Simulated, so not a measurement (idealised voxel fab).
The process module that follows is named voxel capacitor over wiring.
It is cross-section cut that appears here, measuring 205 nm in width, its square cells being 5 nm in size.
If you're reading a cross-section in this doc, picture square cells in a grid; it comes to you as bands, top ones listed first down to the bottom, and a band can be one or more rows of cells.
First you get the band's top height and its bottom height, in nm, and then the materials it's made of, left to right, with each width in nm. If you see a single material with "everywhere", that one covers the band edge to edge. "empty" is empty space.
Heights are expressed relative to 0, this being the level below which the as-received wafer comprises one material exclusively. The lowest band is unbounded in the downward direction and is denoted as in "0..down".
Width: "30->40" (first number = top row, second number = bottom row, same change from row to row of cells).
Basically "all unchanged" means that step didn't change any cell in the cross-section.
Voids not open to the top, 8 cells minimum: see "Voids lacking openings". Written width x height at distance; distance is from the left edge; nm.
Step line, after settings: the simulator's comment on this step.
The line of a step may include "overlay nm". On a step with a mask, this value is how far to the right of its planned place the mask lay. A negative value means the mask lay to the left.
## Set out below are the planned steps of the process
| 1 | RECEIVE [material Si] |
| 2 | CONFORMAL_DEP [material SiO2] [thk nm 10] |
| 3 | DIRECTIONAL_DEP [material TiN] [thk nm 5] |
| 4 | DIRECTIONAL_DEP [material Ru] [thk nm 20] |
| 5 | MASKED_ETCH [tone cover] [mask id METAL_1] [width nm 25] [pitch nm 90] [etch materials Ru] [depth nm 20] [overlay nm 0] |
| 6 | MASKED_ETCH [tone cover] [mask id METAL_1] [width nm 25] [pitch nm 90] [etch materials TiN] [depth nm 5] [overlay nm 0] |
| 7 | CONFORMAL_DEP [material SiN] [thk nm 5] |
| 8 | FILL_DEP [material SiO2] [thk nm 10] |
| 9 | CMP [height nm 35] |
| 10 | CONFORMAL_DEP [material SiCN] [thk nm 5] |
| 11 | DIRECTIONAL_DEP [material lowk] [thk nm 20] |
| 12 | DIRECTIONAL_DEP [material aC] [thk nm 10] |
| 13 | PATTERN [tone open] [mask id PLUG_1] [material resist] [width nm 15] [thk nm 30] [overlay nm 0] |
| 14 | DIRECTIONAL_ETCH [etch materials aC] [depth nm 10] |
| 15 | STRIP [etch materials resist] |
| 16 | DIRECTIONAL_ETCH [etch materials lowk] [depth nm 20] |
| 17 | DIRECTIONAL_ETCH [etch materials SiCN] [depth nm 5] |
| 18 | STRIP [etch materials aC] |
| 19 | EPI [material Ru] [thk nm 10] |
| 20 | EPI [material Ru] [thk nm 10] |
| 21 | EPI [material Ru] [thk nm 5] |
| 22 | DIRECTIONAL_DEP [material TiN] [thk nm 10] |
| 23 | DIRECTIONAL_DEP [material SiN] [thk nm 5] |
| 24 | DIRECTIONAL_DEP [material TiN] [thk nm 5] |
| 25 | PATTERN [tone cover] [mask id UPPER_PLATE] [material resist] [width nm 70] [thk nm 15] [overlay nm 0] |
| 26 | DIRECTIONAL_ETCH [etch materials TiN] [depth nm 5] |
| 27 | DIRECTIONAL_ETCH [etch materials SiN] [depth nm 5] |
| 28 | STRIP [etch materials resist] |
| 29 | DIRECTIONAL_DEP [material aC] [thk nm 15] |
| 30 | PATTERN [tone cover] [mask id LOWER_PLATE] [material resist] [width nm 80] [thk nm 30] [overlay nm -15] |
| 31 | DIRECTIONAL_ETCH [etch materials aC] [depth nm 15] |
| 32 | STRIP [etch materials resist] |
| 33 | DIRECTIONAL_ETCH [etch materials TiN] [depth nm 10] |
| 34 | STRIP [etch materials aC] |
| 35 | FILL_DEP [material SiO2] [thk nm 20] |
| 36 | CMP [height nm 95] |
| 37 | MASKED_ETCH [tone open] [mask id PLUG_2] [width nm 15] [etch materials SiO2] [depth nm 15] [overlay nm 0] |
| 38 | CONFORMAL_DEP [material TiN] [thk nm 5] |
| 39 | FILL_DEP [material W] [thk nm 10] |
| 40 | CMP [height nm 95] |
| 41 | CONFORMAL_DEP [material SiN] [thk nm 5] |
Wafers differ in overlay nm at step 30; plan lists the first wafer's value; identical starting state.
## First wafer of several, as received: cross-section after step 1
> 0..down = Si everywhere
> Voids lacking openings: none
## First of several wafers: cross-section at the end of the module, after step 41, its last step
> 100..95 = SiN everywhere
> 95..85 = SiO2 65, then TiN 5, then W 5, then TiN 5, then SiO2 125
> 85..75 = SiO2 65->55, then TiN 15->60, then SiO2 125->90
> 75..70 = SiO2 55, then SiN 70, then SiO2 80
> 70..60 = SiO2 35, then TiN 90, then SiO2 80
> 60..40 = lowk 55, then Ru 15, then lowk 135
> 40..35 = SiCN 55, then Ru 15, then SiCN 135
> 35..15 = SiO2 40, then SiN 5, then Ru 25, then SiN 5, then SiO2 55, then SiN 5, then Ru 25, then SiN 5, then SiO2 40
> 15..10 = SiN 45, then TiN 25, then SiN 65, then TiN 25, then SiN 45
> 10..0 = SiO2 everywhere
> 0..down = Si everywhere
> Voids lacking openings: none
## Cross-sectional view, end of module, last wafer of several
> 100..95 = SiN everywhere
> 95..85 = SiO2 65, then TiN 5, then W 5, then TiN 5, then SiO2 125
> 85..75 = SiO2 65, then TiN 15->60, then SiO2 125->80
> 75..70 = SiO2 55, then SiN 70, then SiO2 80
> 70..60 = SiO2 55, then TiN 90, then SiO2 60
> 60..40 = lowk 55, then Ru 15, then lowk 135
> 40..35 = SiCN 55, then Ru 15, then SiCN 135
> 35..15 = SiO2 40, then SiN 5, then Ru 25, then SiN 5, then SiO2 55, then SiN 5, then Ru 25, then SiN 5, then SiO2 40
> 15..10 = SiN 45, then TiN 25, then SiN 65, then TiN 25, then SiN 45
> 10..0 = SiO2 everywhere
> 0..down = Si everywhere
> Voids lacking openings: none
## Below is a per-wafer table. In it, each row describes the wafer at the end of the module by giving, for each material, the number of cells gained (+) or lost (-) since the wafer was received, and after that the closed voids of the wafer
overlay nm -15, +55 Ru, +38 SiCN, +102 SiN, +406 SiO2, +65 TiN, +2 W, +152 lowk, Voids lacking openings: none
overlay nm -10, +55 Ru, +38 SiCN, +102 SiN, +407 SiO2, +64 TiN, +2 W, +152 lowk, Voids lacking openings: none
overlay nm -5, +55 Ru, +38 SiCN, +102 SiN, +408 SiO2, +63 TiN, +2 W, +152 lowk, Voids lacking openings: none
overlay nm 0, +55 Ru, +38 SiCN, +102 SiN, +408 SiO2, +63 TiN, +2 W, +152 lowk, Voids lacking openings: none
overlay nm 5, +55 Ru, +38 SiCN, +102 SiN, +408 SiO2, +63 TiN, +2 W, +152 lowk, Voids lacking openings: none
overlay nm 10, +55 Ru, +38 SiCN, +102 SiN, +407 SiO2, +64 TiN, +2 W, +152 lowk, Voids lacking openings: none
overlay nm 15, +55 Ru, +38 SiCN, +102 SiN, +406 SiO2, +65 TiN, +2 W, +152 lowk, Voids lacking openings: none
